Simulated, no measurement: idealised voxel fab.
The following process module bears the name voxel fin reveal.
Cross-section cut: width 160 nm, square cells of 5 nm.
Cross-section format: a grid of square cells, given as bands from top to bottom; each band is one or more rows of cells. First you get the band's top height and its bottom height, in nm, and then the materials it's made of, left to right, with each width in nm. If you see a single material with "throughout", that one covers the band edge to edge. "blank" is empty space. Note: height 0 marks the level under which the wafer is uniformly one material as received. Lowest band unbounded below, written "0 and below". So if you see something like "30->40" for the width, read it as the top row of the band sitting at the first number and the bottom row at the second, with every row in between moving by the same amount as the last. The designation "no change", where it is given for a processing step, indicates that no cell of the cross-section was altered in the course of that step. Each empty space that has no open way to the top and spans at least 8 cells appears under "Non-vented voids" as width x height at distance, the distance counted from the left edge, all in nm. Note: text after step settings on the step line = simulator remark on that step. Regarding "overlay nm": on a step with a mask, it is the distance the mask lay to the right of its planned place; a negative value places it to the left.

[The steps planned for the process are as follows]
| 1 | RECEIVE [material Si] |
| 2 | CONFORMAL_DEP [material SiN] [thk nm 5] |
| 3 | MASKED_ETCH [tone cover] [mask id FINS] [width nm 15] [pitch nm 45] [etch materials SiN] [depth nm 5] [overlay nm 0] |
| 4 | MASKED_ETCH [tone cover] [mask id FINS] [width nm 15] [pitch nm 45] [etch materials Si] [depth nm 30] [overlay nm 0] |
| 5 | OXIDIZE [depth nm 5] |
| 6 | FILL_DEP [material SiO2] [thk nm 10] |
| 7 | CMP [height nm 5] |
| 8 | SELECTIVE_ETCH [etch materials SiO2] [depth nm 25] |
| 9 | STRIP [etch materials SiN] |
| 10 | CONFORMAL_DEP [material SiO2] [thk nm 5] |

[As-received wafer cross-section (after step 1)]
> 0 and below | Si throughout
> Non-vented voids: none

[Starting wafer: above. Plan: above. Run: one mistake. Cross-section after the module: below]
> 0 down to -5 | 50 of blank / 15 of SiO2 / 30 of blank / 15 of SiO2 / 50 of blank
> -5 down to -15 | 50 of blank / 5 of SiO2 / 5 of Si / 5 of SiO2 / 30 of blank / 5 of SiO2 / 5 of Si / 5 of SiO2 / 50 of blank
> -15 down to -35 | 55 of SiO2 / 5 of Si / 40 of SiO2 / 5 of Si / 55 of SiO2
> -35 and below | Si throughout
> Non-vented voids: none
What went wrong in running the wafer? not run: step 2 of the plan (skipped)
